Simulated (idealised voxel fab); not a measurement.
Process module, titled voxel trench capacitor
Cross-sectional view cut (width: 230 nm; square cell size: 5 nm).
Cross-sections here: square-cell grids, written as top-down lists of bands, a band being one or more rows of cells.
Within each band entry, the heights of the top and of the bottom of the band appear first, in that order and in nm; the materials of the band then follow from left to right, each with its corresponding width in nm. The designation "everywhere" on a single material indicates that it fills the band from edge to edge; the designation "air" indicates empty space.
The reference from which all heights are counted is 0, the level beneath which the as-received wafer is entirely one material; the lowest band, having no lower bound, proceeds downward and is written after the example "0 down".
Graded width ("30->40"): value in top row of band = first number; value in bottom row = second number; row-to-row change constant.
Step note "remained the same" = no cross-section cell changed.
The label "Fully closed voids" introduces a list of the empty spaces, 8 cells or larger, that have no open way up to the top; each entry in it reads width x height at distance, where the distance is taken from the left edge and all three are stated in nm.
Text after the settings on a step's line: the simulator's own remark on that step.
On any step carrying a mask, the "overlay nm" setting, if present on the step's line, tells how far right of its planned place the mask lay; negative values point to the left.
### plan
step 1: RECEIVE [material Si]
step 2: CONFORMAL_DEP [material SiN] [thk nm 5]
step 3: DIRECTIONAL_DEP [material aC] [thk nm 10]
step 4: PATTERN [tone open] [mask id TRENCH] [material resist] [width nm 30] [pitch nm 55] [thk nm 30] [overlay nm 0]
step 5: DIRECTIONAL_ETCH [etch materials aC] [depth nm 10]
step 6: STRIP [etch materials resist]
step 7: DIRECTIONAL_ETCH [etch materials SiN] [depth nm 5]
step 8: DIRECTIONAL_ETCH [etch materials Si] [depth nm 30]
step 9: STRIP [etch materials aC]
step 10: CONFORMAL_DEP [material HfO2] [thk nm 5]
step 11: CONFORMAL_DEP [material TiN] [thk nm 5]
step 12: FILL_DEP [material W] [thk nm 5]
step 13: CMP [height nm 5]
Keep in mind the plan's value for the thk nm of step 2 comes from the first wafer; the wafers don't share that setting, but they do share the same starting point.
### first wafer as received, after step 1
    0 down: Si everywhere
    Fully closed voids: none
### What follows is a table in which each wafer occupies a row; for the wafer as it stands at the close of the module, the row states, material by material, how many cells have been gained (+) or lost (-) since receipt, and then gives its closed voids
thk nm 5 | +36 HfO2 | -72 Si | +34 SiN | +28 TiN | +20 W | Fully closed voids: none
thk nm 10 | +46 SiN | Fully closed voids: none
thk nm 15 | +46 SiN | Fully closed voids: none
thk nm 20 | +46 SiN | Fully closed voids: none
